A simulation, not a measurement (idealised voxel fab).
process module | voxel self aligned contacts
cross-section cut | 235 nm wide | cells 5 nm
A cross-section is a grid of square cells, given in bands from the top down. A band is one or more rows of cells.
Each band's line starts with the height of the band's top and of its bottom, in nm. Then come its materials from left to right, each with its width in nm. One material with "throughout" fills the band from edge to edge. "air" is empty space.
Height 0 is the level under which the wafer as received is all one material. The lowest band goes on downwards, as in "0 down".
A width such as "30 to 40" changes by the same amount from each row of cells to the next, from the band's top row to its bottom row.
"no change" after a step means that no cell of the cross-section changed.
closed voids: empty space of 8 cells or more with no open way to the top, each as width x height at its distance from the left edge, in nm
after a step's settings: what the simulator itself notes on the step
overlay nm, on a step with a mask: how far to the right of its planned place the mask lay; to the left if negative
plan
1 op RECEIVE | material Si
2 op OXIDIZE | depth nm 5
3 op DIRECTIONAL_DEP | material polySi | thk nm 25
4 op DIRECTIONAL_DEP | material SiN | thk nm 15
5 op MASKED_ETCH | tone cover | mask id GATE | width nm 25 | pitch nm 50 | etch materials SiN | depth nm 15 | overlay nm 0
6 op MASKED_ETCH | tone cover | mask id GATE | width nm 25 | pitch nm 50 | etch materials polySi | depth nm 25 | overlay nm 0
7 op CONFORMAL_DEP | material SiN | thk nm 5
8 op DIRECTIONAL_ETCH | etch materials SiN | depth nm 5
9 op FILL_DEP | material SiO2 | thk nm 20
10 op CMP | height nm 50
11 op PATTERN | tone open | mask id CONTACT | material resist | width nm 35 | thk nm 15 | overlay nm 0
12 op DIRECTIONAL_ETCH | etch materials SiO2 | depth nm 55
13 op STRIP | etch materials resist
14 op CONFORMAL_DEP | material TiN | thk nm 5
15 op FILL_DEP | material W | thk nm 5
16 op CMP | height nm 50
17 op CONFORMAL_DEP | material SiCN | thk nm 5
as received, after step 1
  0 down: Si throughout
  closed voids: none
a wafer at the end: this start, this plan, one mistake
  55 to 50: SiCN throughout
  50 to 40: SiO2 100 | TiN 5 to 15 | W 25 to 5 | TiN 5 to 15 | SiO2 100
  40 to 25: SiO2 75 | SiN 35 | TiN 5 | W 5 | TiN 5 | SiN 35 | SiO2 75
  25 to 5: SiO2 75 | SiN 5 | polySi 25 | SiN 5 | TiN 5 | W 5 | TiN 5 | SiN 5 | polySi 25 | SiN 5 | SiO2 75
  5 to 0: SiO2 75 | SiN 5 | polySi 25 | SiN 5 | TiN 15 | SiN 5 | polySi 25 | SiN 5 | SiO2 75
  0 down: Si throughout
  closed voids: none
what went wrong: step 2 was left out
